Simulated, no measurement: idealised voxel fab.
Process module, titled voxel lift off
cross-section cut | 195 nm wide | cells 5 nm
Think of the cross-section as a grid of square cells. We describe it in bands, top to bottom, and each band covers one or more rows of those cells. For a band, the entry starts with two heights in nm, that of the top and then that of the bottom, and carries on with the band's materials in order from left to right, each alongside its width in nm; the word "full width" beside a single material means it fills the band edge to edge, and "blank" means empty space. Heads up on the height convention: 0 is the point under which the incoming wafer is all one material, and the lowest band has no bottom, it just keeps going down, like "0 nm and below". The notation "30..40" denotes a width that varies across the rows of cells in the band, beginning at the first number in the top row, finishing at the second number in the bottom row, and changing by an identical amount from each row to the next. Given "all unchanged" for a step, no cell of the cross-section differs between before and after that step. Any empty space of 8 cells or more lacking an open way to the top shows up in "Enclosed voids" as width x height at distance, distance from the left edge, in nm. It should be noted that, on the line of a given step, the content following the step's settings is a remark produced by the simulator itself with respect to that step. overlay nm: how far to the right of its planned place the mask lay on this masked step (negative: to the left).

# The planned process steps are enumerated hereunder
step 1: RECEIVE: material Si
step 2: CONFORMAL_DEP: material SiO2, thk nm 5
step 3: PATTERN: tone open, mask id LINES, material resist, width nm 30, pitch nm 55, thk nm 15, overlay nm 0
step 4: DIRECTIONAL_DEP: material Ru, thk nm 5
step 5: STRIP: etch materials resist
step 6: CONFORMAL_DEP: material SiO2, thk nm 10

# So, the first of our two wafers, run just as we planned it

# Cross-section: wafer on arrival = after step 1
- 0 nm and below  Si full width
- Enclosed voids: none

# How the wafer stands in section after step 2
- 5 nm to 0 nm  SiO2 full width
- Rest of section, below 0: as before.

# How the wafer stands in section after step 3
- 20 nm to 5 nm  55 nm resist  30 nm blank  25 nm resist  30 nm blank  55 nm resist
- Rest of section, below 5: as before.

# How the wafer stands in section after step 4
- 25 nm to 20 nm  55 nm Ru  30 nm blank  25 nm Ru  30 nm blank  55 nm Ru
- 20 nm to 10 nm  55 nm resist  30 nm blank  25 nm resist  30 nm blank  55 nm resist
- 10 nm to 5 nm  55 nm resist  30 nm Ru  25 nm resist  30 nm Ru  55 nm resist
- Rest of section, below 5: as before.

# How the wafer stands in section after step 5
- 10 nm to 5 nm  55 nm blank  30 nm Ru  25 nm blank  30 nm Ru  55 nm blank
- Rest of section, below 5: as before.

# How the wafer stands in section after step 6
- 20 nm to 15 nm  45 nm blank  50 nm SiO2  5 nm blank  50 nm SiO2  45 nm blank
- 15 nm to 10 nm  SiO2 full width
- 10 nm to 5 nm  55 nm SiO2  30 nm Ru  25 nm SiO2  30 nm Ru  55 nm SiO2
- Rest of section, below 5: as before.

# Second Wafer (Identical Start and Plan, One Processing Error; Matches First Wafer Through Step 1)

# The second wafer in cross-section, at the planned close of step 2
- 5 nm to 0 nm  Ru full width
- Rest of section, below 0: as before.

# The second wafer in cross-section, at the planned close of step 3
- 20 nm to 5 nm  55 nm resist  30 nm blank  25 nm resist  30 nm blank  55 nm resist
- Rest of section, below 5: as before.

# The second wafer in cross-section, at the planned close of step 4
- 25 nm to 20 nm  55 nm Ru  30 nm blank  25 nm Ru  30 nm blank  55 nm Ru
- 20 nm to 10 nm  55 nm resist  30 nm blank  25 nm resist  30 nm blank  55 nm resist
- 10 nm to 5 nm  55 nm resist  30 nm Ru  25 nm resist  30 nm Ru  55 nm resist
- Rest of section, below 5: as before.

# The second wafer in cross-section, at the planned close of step 5
- 10 nm to 5 nm  55 nm blank  30 nm Ru  25 nm blank  30 nm Ru  55 nm blank
- Rest of section, below 5: as before.

# The second wafer in cross-section, at the planned close of step 6
- 20 nm to 15 nm  45 nm blank  50 nm SiO2  5 nm blank  50 nm SiO2  45 nm blank
- 15 nm to 10 nm  SiO2 full width
- 10 nm to 5 nm  55 nm SiO2  30 nm Ru  25 nm SiO2  30 nm Ru  55 nm SiO2
- Rest of section, below 5: as before.
Plan not followed: note that step 2 departed from the planned setting and was carried out as CONFORMAL_DEP: material Ru, thk nm 5
Final cells, second wafer relative to first, materials higher or lower: 39 more of Ru | 39 fewer of SiO2
